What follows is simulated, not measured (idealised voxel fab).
process module | voxel transistor to metal
cross-section cut | 215 nm wide | cells 5 nm
A cross-section is a grid of square cells, given in bands from the top down. A band is one or more rows of cells.
Each band's line starts with the height of the band's top and of its bottom, in nm. Then come its materials from left to right, each with its width in nm. One material with "throughout" fills the band from edge to edge. "air" is empty space.
Height 0 is the level under which the wafer as received is all one material. The lowest band goes on downwards, as in "0 down".
A width such as "30 to 40" changes by the same amount from each row of cells to the next, from the band's top row to its bottom row.
"no change" after a step means that no cell of the cross-section changed.
closed voids: empty space of 8 cells or more with no open way to the top, each as width x height at its distance from the left edge, in nm
after a step's settings: what the simulator itself notes on the step
overlay nm, on a step with a mask: how far to the right of its planned place the mask lay; to the left if negative
plan
1 op RECEIVE | material Si
2 op OXIDIZE | depth nm 5
3 op CONFORMAL_DEP | material SiN | thk nm 10
4 op DIRECTIONAL_DEP | material aC | thk nm 15
5 op PATTERN | tone cover | mask id ACTIVE | material resist | width nm 115 | thk nm 30 | overlay nm 0
6 op DIRECTIONAL_ETCH | etch materials aC | depth nm 15
7 op STRIP | etch materials resist
8 op DIRECTIONAL_ETCH | etch materials SiN | depth nm 10
9 op DIRECTIONAL_ETCH | etch materials SiO2 | depth nm 5
10 op DIRECTIONAL_ETCH | etch materials Si | depth nm 25
11 op STRIP | etch materials aC
12 op FILL_DEP | material SiO2 | thk nm 10
13 op CMP | height nm 10
14 op SELECTIVE_ETCH | etch materials SiO2 | depth nm 10
15 op STRIP | etch materials SiN
16 op SELECTIVE_ETCH | etch materials SiO2 | depth nm 5
17 op OXIDIZE | depth nm 5
18 op DIRECTIONAL_DEP | material polySi | thk nm 25
19 op DIRECTIONAL_DEP | material SiCN | thk nm 15
20 op PATTERN | tone cover | mask id GATE | material resist | width nm 35 | thk nm 15 | overlay nm 0
21 op DIRECTIONAL_ETCH | etch materials SiCN | depth nm 25
22 op DIRECTIONAL_ETCH | etch materials polySi | depth nm 35
23 op STRIP | etch materials resist
24 op CONFORMAL_DEP | material SiO2 | thk nm 5
25 op DIRECTIONAL_ETCH | etch materials SiO2 | depth nm 5
26 op CONFORMAL_DEP | material SiN | thk nm 5
27 op DIRECTIONAL_ETCH | etch materials SiN | depth nm 5
28 op DIRECTIONAL_ETCH | etch materials SiO2 | depth nm 5
29 op EPI | material pSi | thk nm 5
30 op FILL_DEP | material SiO2 | thk nm 10
31 op CMP | height nm 20
32 op STRIP | etch materials polySi
33 op SELECTIVE_ETCH | etch materials SiO2 | depth nm 5
34 op CONFORMAL_DEP | material HfO2 | thk nm 5
35 op CONFORMAL_DEP | material TiN | thk nm 5
36 op FILL_DEP | material W | thk nm 10
37 op CMP | height nm 15
38 op DIRECTIONAL_DEP | material SiO2 | thk nm 15
39 op MASKED_ETCH | tone open | mask id CONTACT | width nm 15 | pitch nm 80 | etch materials SiO2 | depth nm 35 | overlay nm 0
40 op CONFORMAL_DEP | material TiN | thk nm 5
41 op FILL_DEP | material W | thk nm 5
42 op CMP | height nm 30
43 op CONFORMAL_DEP | material SiCN | thk nm 5
44 op DIRECTIONAL_DEP | material SiO2 | thk nm 20
45 op PATTERN | tone open | mask id METAL_1 | material resist | width nm 15 | pitch nm 80 | thk nm 15 | overlay nm 0
46 op DIRECTIONAL_ETCH | etch materials SiO2 | depth nm 20
47 op DIRECTIONAL_ETCH | etch materials SiCN | depth nm 5
48 op STRIP | etch materials resist
49 op CONFORMAL_DEP | material TiN | thk nm 5
50 op FILL_DEP | material Cu | thk nm 10
51 op CMP | height nm 55
52 op EPI | material Ru | thk nm 5
53 op FILL_DEP | material SiCN | thk nm 5
as received, after step 1
  0 down: Si throughout
  closed voids: none
first wafer at the end, as planned
  65 to 60: SiCN throughout
  60 to 55: SiCN 55 | Ru 25 | SiCN 55 | Ru 25 | SiCN 55
  55 to 35: SiO2 60 | TiN 5 | Cu 5 | TiN 5 | SiO2 65 | TiN 5 | Cu 5 | TiN 5 | SiO2 60
  35 to 30: SiCN 60 | TiN 15 | SiCN 65 | TiN 15 | SiCN 60
  30 to 15: SiO2 60 | TiN 5 | W 5 | TiN 5 | SiO2 65 | TiN 5 | W 5 | TiN 5 | SiO2 60
  15 to 0: SiO2 60 | TiN 5 | W 5 | TiN 5 | SiO2 5 | SiN 5 | HfO2 5 | TiN 5 | W 25 | TiN 5 | HfO2 5 | SiN 5 | SiO2 5 | TiN 5 | W 5 | TiN 5 | SiO2 60
  0 to -5: SiO2 60 | TiN 15 | SiO2 5 | SiN 5 | HfO2 5 | TiN 35 | HfO2 5 | SiN 5 | SiO2 5 | TiN 15 | SiO2 60
  -5 to -10: SiO2 45 | pSi 35 | SiO2 5 | HfO2 45 | SiO2 5 | pSi 35 | SiO2 45
  -10 to -30: SiO2 50 | Si 115 | SiO2 50
  -30 down: Si throughout
  closed voids: none
second wafer at the end: like start, like plan, one mistake
  65 to 60: SiCN throughout
  60 to 55: SiCN 55 | Ru 25 | SiCN 55 | Ru 25 | SiCN 55
  55 to 35: SiO2 60 | TiN 5 | Cu 5 | TiN 5 | SiO2 65 | TiN 5 | Cu 5 | TiN 5 | SiO2 60
  35 to 30: SiCN 60 | TiN 15 | SiCN 65 | TiN 15 | SiCN 60
  30 to 10: SiO2 60 | TiN 5 | W 5 | TiN 5 | SiO2 65 | TiN 5 | W 5 | TiN 5 | SiO2 60
  10 to 0: SiO2 60 | TiN 5 | W 5 | TiN 5 | SiO2 5 | SiN 5 | SiO2 5 | SiCN 35 | SiO2 5 | SiN 5 | SiO2 5 | TiN 5 | W 5 | TiN 5 | SiO2 60
  0 to -5: SiO2 60 | TiN 15 | SiO2 5 | SiN 5 | SiO2 5 | SiCN 35 | SiO2 5 | SiN 5 | SiO2 5 | TiN 15 | SiO2 60
  -5 to -10: SiO2 45 | pSi 35 | SiO2 55 | pSi 35 | SiO2 45
  -10 to -30: SiO2 50 | Si 115 | SiO2 50
  -30 down: Si throughout
  closed voids: none
what went wrong: step 18 was left out
at the end the second wafer has, in cells: 17 fewer of HfO2 | 21 more of SiCN | 2 fewer of SiN | 26 more of SiO2 | 13 fewer of TiN | 15 fewer of W
